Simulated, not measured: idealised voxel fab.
process module | voxel ribs on slabs
cross-section cut | 240 nm wide | cells 5 nm
A cross-section is a grid of square cells, given in bands from the top down. A band is one or more rows of cells.
Each band's line starts with the height of the band's top and of its bottom, in nm. Then come its materials from left to right, each with its width in nm. One material with "throughout" fills the band from edge to edge. "air" is empty space.
Height 0 is the level under which the wafer as received is all one material. The lowest band goes on downwards, as in "0 down".
A width such as "30 to 40" changes by the same amount from each row of cells to the next, from the band's top row to its bottom row.
"no change" after a step means that no cell of the cross-section changed.
closed voids: empty space of 8 cells or more with no open way to the top, each as width x height at its distance from the left edge, in nm
after a step's settings: what the simulator itself notes on the step
overlay nm, on a step with a mask: how far to the right of its planned place the mask lay; to the left if negative
plan
1 op RECEIVE | material Si
2 op DIRECTIONAL_DEP | material SiO2 | thk nm 30
3 op DIRECTIONAL_DEP | material SiN | thk nm 25
4 op MASKED_ETCH | tone cover | mask id RIB | width nm 30 | etch materials SiN | depth nm 20 | overlay nm 0
5 op PATTERN | tone cover | mask id SLAB | material resist | width nm 80 | thk nm 20 | overlay nm 0
6 op DIRECTIONAL_ETCH | etch materials SiN | depth nm 5
7 op STRIP | etch materials resist
8 op FILL_DEP | material SiO2 | thk nm 20
9 op CMP | height nm 65
10 op DIRECTIONAL_DEP | material TiN | thk nm 5
11 op MASKED_ETCH | tone cover | mask id HEATER | width nm 40 | etch materials TiN | depth nm 5 | overlay nm 0
12 op CONFORMAL_DEP | material SiO2 | thk nm 10
as received, after step 1
  0 down: Si throughout
  closed voids: none
a wafer at the end: this start, this plan, one mistake
  70 to 65: air 100 | TiN 40 | air 100
  65 to 55: SiO2 throughout
  55 to 35: SiO2 105 | SiN 30 | SiO2 105
  35 to 30: SiO2 80 | SiN 80 | SiO2 80
  30 to 0: SiO2 throughout
  0 down: Si throughout
  closed voids: none
what went wrong: step 12 was left out
